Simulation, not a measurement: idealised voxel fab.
voxel double patterning: a process module
cross-section cut | 180 nm wide | cells 5 nm
Cross-section layout: square cells on a grid; listed as bands, top to bottom; a band spans one or more cell rows. Band: top height; bottom height; in nm. Then, left to right: material with width in nm, for each material. "all across": a single material spanning edge to edge. "empty": empty space. Heights are reckoned from 0. Under this level, the received wafer is all of one material. The bottommost band is open-ended downward, for example "from 0 down". Graded width ("30->40"): value in top row of band = first number; value in bottom row = second number; row-to-row change constant. The designation "nothing got changed", where it is given for a processing step, indicates that no cell of the cross-section was altered in the course of that step. The entry "Closed cavity list" lists the empty spaces that cover at least 8 cells and have no open path to the top. Each is written as width x height at distance, where the distance is measured from the left edge and all three values are in nm. after a step's settings: what the simulator itself notes on the step. Steps that use a mask can have "overlay nm" on their line. It says how far the mask sat to the right of where it was meant to be. Negative means to the left.

PROCESS STEPS FORESEEN IN THE PLAN
step 1: RECEIVE [material Si]
step 2: CONFORMAL_DEP [material SiO2] [thk nm 10]
step 3: DIRECTIONAL_DEP [material W] [thk nm 20]
step 4: DIRECTIONAL_DEP [material SiN] [thk nm 5]
step 5: PATTERN [tone open] [mask id FIRST] [material resist] [width nm 15] [pitch nm 50] [thk nm 15] [overlay nm 0]
step 6: DIRECTIONAL_ETCH [etch materials SiN] [depth nm 5]
step 7: STRIP [etch materials resist]
step 8: DIRECTIONAL_DEP [material aC] [thk nm 15]
step 9: PATTERN [tone open] [mask id SECOND] [material resist] [width nm 15] [pitch nm 50] [thk nm 30] [overlay nm 0]
step 10: DIRECTIONAL_ETCH [etch materials aC] [depth nm 15]
step 11: STRIP [etch materials resist]
step 12: DIRECTIONAL_ETCH [etch materials SiN] [depth nm 5]
step 13: STRIP [etch materials aC]
step 14: DIRECTIONAL_ETCH [etch materials W] [depth nm 20]
step 15: STRIP [etch materials SiN]

WAFER AT RECEIPT (POST STEP 1), CROSS-SECTION
  from 0 down = Si all across
  Closed cavity list: none

MODULE COMPLETE - CROSS-SECTION OF THE FIRST OF TWO WAFERS, RUN ACCORDING TO PLAN
  from 30 to 10 = W=30 | empty=15 | W=10 | empty=15 | W=10 | empty=15 | W=10 | empty=15 | W=10 | empty=15 | W=35
  from 10 to 0 = SiO2 all across
  from 0 down = Si all across
  Closed cavity list: none

CROSS-SECTION OF THE LATTER OF THE TWO WAFERS AT MODULE COMPLETION. IT HAD AN IDENTICAL START AND AN IDENTICAL PLAN TO THE FORMER; IN RUNNING IT, ONE MISTAKE WAS MADE
  from 30 to 20 = SiO2 all across
  from 20 to 0 = W all across
  from 0 down = Si all across
  Closed cavity list: none
In executing the process, a mistake was made relative to the plan: transposition of steps 2 and 3 relative to the planned sequence
Upon completion, the second wafer contains, in terms of cells, a greater or smaller amount of certain materials than the first wafer: 60 more of W
